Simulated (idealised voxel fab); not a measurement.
process module | voxel transistor to metal
The width of the displayed cross-section, cut, is 215 nm; its cells are square, with a size of 5 nm.
Cross-section = grid of square cells, listed top down in bands; band = one or more rows. Read a band's entry like this: the first values are the height of its top and the height of its bottom in nm, and what follows is the sequence of materials from left to right, each with its width in nm. Note that "empty" is empty space, and that a single material marked "everywhere" reaches across the band from edge to edge. Where do heights start? At 0: under that level the wafer as delivered is made of one material only. And the lowest band has no floor; it just carries on downward, as in "0 down". Graded width ("30->40"): value in top row of band = first number; value in bottom row = second number; row-to-row change constant. Where a step carries "nothing got changed", the cross-section came out of it unchanged, cell for cell. Look at "Voids lacking openings" for the closed voids: empty spaces with no open path to the top, sized 8 cells or up. Each is width x height at distance, distance from the left edge, all nm. Note: text after step settings on the step line = simulator remark on that step. A step line may carry the setting "overlay nm", which, for steps involving a mask, states the distance by which the mask lay to the right of its intended position; negative values denote displacement to the left.

PROCESS STEPS (PLANNED)
- 1: RECEIVE, material Si
- 2: OXIDIZE, depth nm 5
- 3: CONFORMAL_DEP, material SiN, thk nm 10
- 4: MASKED_ETCH, tone cover, mask id ACTIVE, width nm 125, etch materials SiN, depth nm 10, overlay nm 0
- 5: MASKED_ETCH, tone cover, mask id ACTIVE, width nm 125, etch materials SiO2, depth nm 5, overlay nm 0
- 6: MASKED_ETCH, tone cover, mask id ACTIVE, width nm 125, etch materials Si, depth nm 20, overlay nm 0
- 7: FILL_DEP, material SiO2, thk nm 5
- 8: CMP, height nm 10
- 9: SELECTIVE_ETCH, etch materials SiO2, depth nm 10
- 10: STRIP, etch materials SiN
- 11: SELECTIVE_ETCH, etch materials SiO2, depth nm 5
- 12: OXIDIZE, depth nm 5
- 13: DIRECTIONAL_DEP, material polySi, thk nm 20
- 14: DIRECTIONAL_DEP, material SiCN, thk nm 15
- 15: DIRECTIONAL_DEP, material aC, thk nm 15
- 16: PATTERN, tone cover, mask id GATE, material resist, width nm 35, thk nm 35, overlay nm 0
- 17: DIRECTIONAL_ETCH, etch materials aC, depth nm 15
- 18: STRIP, etch materials resist
- 19: DIRECTIONAL_ETCH, etch materials SiCN, depth nm 25
- 20: DIRECTIONAL_ETCH, etch materials polySi, depth nm 30
- 21: STRIP, etch materials aC
- 22: CONFORMAL_DEP, material SiO2, thk nm 5
- 23: DIRECTIONAL_ETCH, etch materials SiO2, depth nm 5
- 24: CONFORMAL_DEP, material SiN, thk nm 10
- 25: DIRECTIONAL_ETCH, etch materials SiN, depth nm 10
- 26: DIRECTIONAL_ETCH, etch materials SiO2, depth nm 5
- 27: DIRECTIONAL_ETCH, etch materials Si, depth nm 5
- 28: EPI, material pSi, thk nm 5
- 29: FILL_DEP, material SiO2, thk nm 10
- 30: CMP, height nm 15
- 31: STRIP, etch materials polySi
- 32: SELECTIVE_ETCH, etch materials SiO2, depth nm 5
- 33: CONFORMAL_DEP, material HfO2, thk nm 5
- 34: CONFORMAL_DEP, material TiN, thk nm 5
- 35: FILL_DEP, material W, thk nm 10
- 36: CMP, height nm 10
- 37: DIRECTIONAL_DEP, material SiO2, thk nm 10
- 38: PATTERN, tone open, mask id CONTACT, material resist, width nm 20, pitch nm 85, thk nm 15, overlay nm 0
- 39: DIRECTIONAL_ETCH, etch materials SiO2, depth nm 30
- 40: STRIP, etch materials resist
- 41: CONFORMAL_DEP, material TiN, thk nm 5
- 42: FILL_DEP, material Ru, thk nm 5
- 43: CMP, height nm 20
- 44: DIRECTIONAL_DEP, material TiN, thk nm 5
- 45: DIRECTIONAL_DEP, material W, thk nm 15
- 46: DIRECTIONAL_DEP, material aC, thk nm 15
- 47: PATTERN, tone cover, mask id METAL_1, material resist, width nm 20, pitch nm 85, thk nm 35, overlay nm 0
- 48: DIRECTIONAL_ETCH, etch materials aC, depth nm 15
- 49: STRIP, etch materials resist
- 50: DIRECTIONAL_ETCH, etch materials W, depth nm 15
- 51: DIRECTIONAL_ETCH, etch materials TiN, depth nm 5
- 52: STRIP, etch materials aC
- 53: FILL_DEP, material lowk, thk nm 10
- 54: CMP, height nm 40
- 55: CONFORMAL_DEP, material SiCN, thk nm 5

AS RECEIVED (POST STEP 1): CROSS-SECTION
    0 down | Si everywhere
    Voids lacking openings: none

FIRST OF TWO WAFERS, END-OF-MODULE SECTION, RUN FOLLOWED PLAN
    45 to 40 | SiCN everywhere
    40 to 25 | lowk 55, then W 20, then lowk 65, then W 20, then lowk 55
    25 to 20 | lowk 55, then TiN 20, then lowk 65, then TiN 20, then lowk 55
    20 to 10 | SiO2 55, then TiN 5, then Ru 10, then TiN 5, then SiO2 65, then TiN 5, then Ru 10, then TiN 5, then SiO2 55
    10 to 0 | SiO2 55, then TiN 5, then Ru 10, then TiN 5, then SiN 10, then HfO2 5, then TiN 5, then W 25, then TiN 5, then HfO2 5, then SiN 10, then TiN 5, then Ru 10, then TiN 5, then SiO2 55
    0 to -5 | SiO2 55, then TiN 5, then Ru 5, then TiN 10, then SiN 10, then HfO2 5, then TiN 35, then HfO2 5, then SiN 10, then TiN 10, then Ru 5, then TiN 5, then SiO2 55
    -5 to -10 | SiO2 55, then TiN 15, then pSi 5, then SiO2 10, then HfO2 45, then SiO2 10, then pSi 5, then TiN 15, then SiO2 55
    -10 to -15 | SiO2 45, then pSi 30, then Si 65, then pSi 30, then SiO2 45
    -15 to -25 | SiO2 45, then Si 125, then SiO2 45
    -25 down | Si everywhere
    Voids lacking openings: none

SECOND WAFER AT THE END: LIKE START, LIKE PLAN, ONE MISTAKE
    45 to 40 | SiCN everywhere
    40 to 25 | W 55, then lowk 20, then W 65, then lowk 20, then W 55
    25 to 20 | TiN 55, then lowk 20, then TiN 65, then lowk 20, then TiN 55
    20 to 10 | SiO2 55, then TiN 5, then Ru 10, then TiN 5, then SiO2 65, then TiN 5, then Ru 10, then TiN 5, then SiO2 55
    10 to 0 | SiO2 55, then TiN 5, then Ru 10, then TiN 5, then SiN 10, then HfO2 5, then TiN 5, then W 25, then TiN 5, then HfO2 5, then SiN 10, then TiN 5, then Ru 10, then TiN 5, then SiO2 55
    0 to -5 | SiO2 55, then TiN 5, then Ru 5, then TiN 10, then SiN 10, then HfO2 5, then TiN 35, then HfO2 5, then SiN 10, then TiN 10, then Ru 5, then TiN 5, then SiO2 55
    -5 to -10 | SiO2 55, then TiN 15, then pSi 5, then SiO2 10, then HfO2 45, then SiO2 10, then pSi 5, then TiN 15, then SiO2 55
    -10 to -15 | SiO2 45, then pSi 30, then Si 65, then pSi 30, then SiO2 45
    -15 to -25 | SiO2 45, then Si 125, then SiO2 45
    -25 down | Si everywhere
    Voids lacking openings: none
The plan and the run diverged here: rather than as planned, step 47 actually ran as PATTERN, tone open, mask id METAL_1, material resist, width nm 20, pitch nm 85, thk nm 35, overlay nm 0
Final comparison by cell count, materials where the second wafer has more or fewer than the first: TiN +27, W +81, lowk -108
